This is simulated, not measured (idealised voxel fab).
This is a process module. Its name is voxel self aligned vias.
In the cross-section labelled cut, the width is 285 nm and each square cell is 5 nm.
Reading order for cross-sections: top band down to bottom band. Underlying form: a grid of square cells. Band size: one or more rows of cells.
For a band, the entry starts with two heights in nm, that of the top and then that of the bottom, and carries on with the band's materials in order from left to right, each alongside its width in nm; the word "everywhere" beside a single material means it fills the band edge to edge, and "blank" means empty space.
Heads up on the height convention: 0 is the point under which the incoming wafer is all one material, and the lowest band has no bottom, it just keeps going down, like "0 and below".
A two-number width, for instance "30..40", indicates that the width is equal to the first number in the top row of the band and to the second number in the bottom row, and that it changes by a constant amount per row of cells.
"nothing changed", as given for a step, is the statement that not any cell of the cross-section underwent a change during that step.
In "Closed void catalog" the enclosed voids are listed, meaning empty spaces of 8 cells or larger without any opening to the top. The form is width x height at distance, distance from the left edge, units nm.
What comes after the settings on a step's line is commentary from the simulator itself on that step.
You can add "overlay nm" to a step's line. For a step with a mask, it describes how far the mask lay to the right of its planned position, and a negative number describes a lay to the left.
**Process steps (planned)**
1: RECEIVE,material Si
2: CONFORMAL_DEP,material SiO2,thk nm 15
3: CONFORMAL_DEP,material SiCN,thk nm 5
4: DIRECTIONAL_DEP,material lowk,thk nm 25
5: PATTERN,tone open,mask id LINES,material resist,width nm 30,pitch nm 70,thk nm 20,overlay nm 0
6: DIRECTIONAL_ETCH,etch materials lowk,depth nm 25
7: STRIP,etch materials resist
8: CONFORMAL_DEP,material TiN,thk nm 5
9: FILL_DEP,material Ru,thk nm 10
10: CMP,height nm 45
11: SELECTIVE_ETCH,etch materials W Ru TiN,depth nm 5
12: FILL_DEP,material SiN,thk nm 10
13: CMP,height nm 45
14: DIRECTIONAL_DEP,material lowk,thk nm 20
15: PATTERN,tone open,mask id VIAS,material resist,width nm 40,pitch nm 70,thk nm 15,overlay nm 0
16: DIRECTIONAL_ETCH,etch materials lowk,depth nm 20
17: DIRECTIONAL_ETCH,etch materials SiN,depth nm 5
18: STRIP,etch materials resist
19: CONFORMAL_DEP,material TiN,thk nm 5
20: FILL_DEP,material Cu,thk nm 10
21: CMP,height nm 65
22: CONFORMAL_DEP,material SiN,thk nm 5
**Cross-sectional view of the wafer in its as-received condition, corresponding to the state after step 1**
    0 and below  Si everywhere
    Closed void catalog: none
**Run as planned - first of the two wafers cross-sectioned at the end of the module**
    70 down to 65  SiN everywhere
    65 down to 50  85 lowk, then 5 TiN, then 30 Cu, then 5 TiN, then 30 lowk, then 5 TiN, then 30 Cu, then 5 TiN, then 90 lowk
    50 down to 45  85 lowk, then 10 TiN, then 20 Cu, then 10 TiN, then 30 lowk, then 10 TiN, then 20 Cu, then 10 TiN, then 90 lowk
    45 down to 40  90 lowk, then 30 TiN, then 40 lowk, then 30 TiN, then 95 lowk
    40 down to 25  90 lowk, then 5 TiN, then 20 Ru, then 5 TiN, then 40 lowk, then 5 TiN, then 20 Ru, then 5 TiN, then 95 lowk
    25 down to 20  90 lowk, then 30 TiN, then 40 lowk, then 30 TiN, then 95 lowk
    20 down to 15  SiCN everywhere
    15 down to 0  SiO2 everywhere
    0 and below  Si everywhere
    Closed void catalog: none
**Module end: cross-section of wafer two of two. Same start and process plan as the first wafer. One mistake during execution**
    70 down to 65  SiN everywhere
    65 down to 45  85 lowk, then 5 TiN, then 30 Cu, then 5 TiN, then 30 lowk, then 5 TiN, then 30 Cu, then 5 TiN, then 90 lowk
    45 down to 40  85 SiN, then 40 TiN, then 30 SiN, then 40 TiN, then 90 SiN
    40 down to 20  90 lowk, then 5 TiN, then 20 Ru, then 5 TiN, then 40 lowk, then 5 TiN, then 20 Ru, then 5 TiN, then 95 lowk
    20 down to 15  90 lowk, then 30 TiN, then 40 lowk, then 30 TiN, then 95 lowk
    15 down to 0  SiO2 everywhere
    0 and below  Si everywhere
    Closed void catalog: none
Which mistake was made when the wafer was run? step 3 of the plan got skipped, so it never ran
Cell-count delta at end, second wafer over first, by material: +4 Cu, +8 Ru, -57 SiCN, +41 SiN, +4 TiN
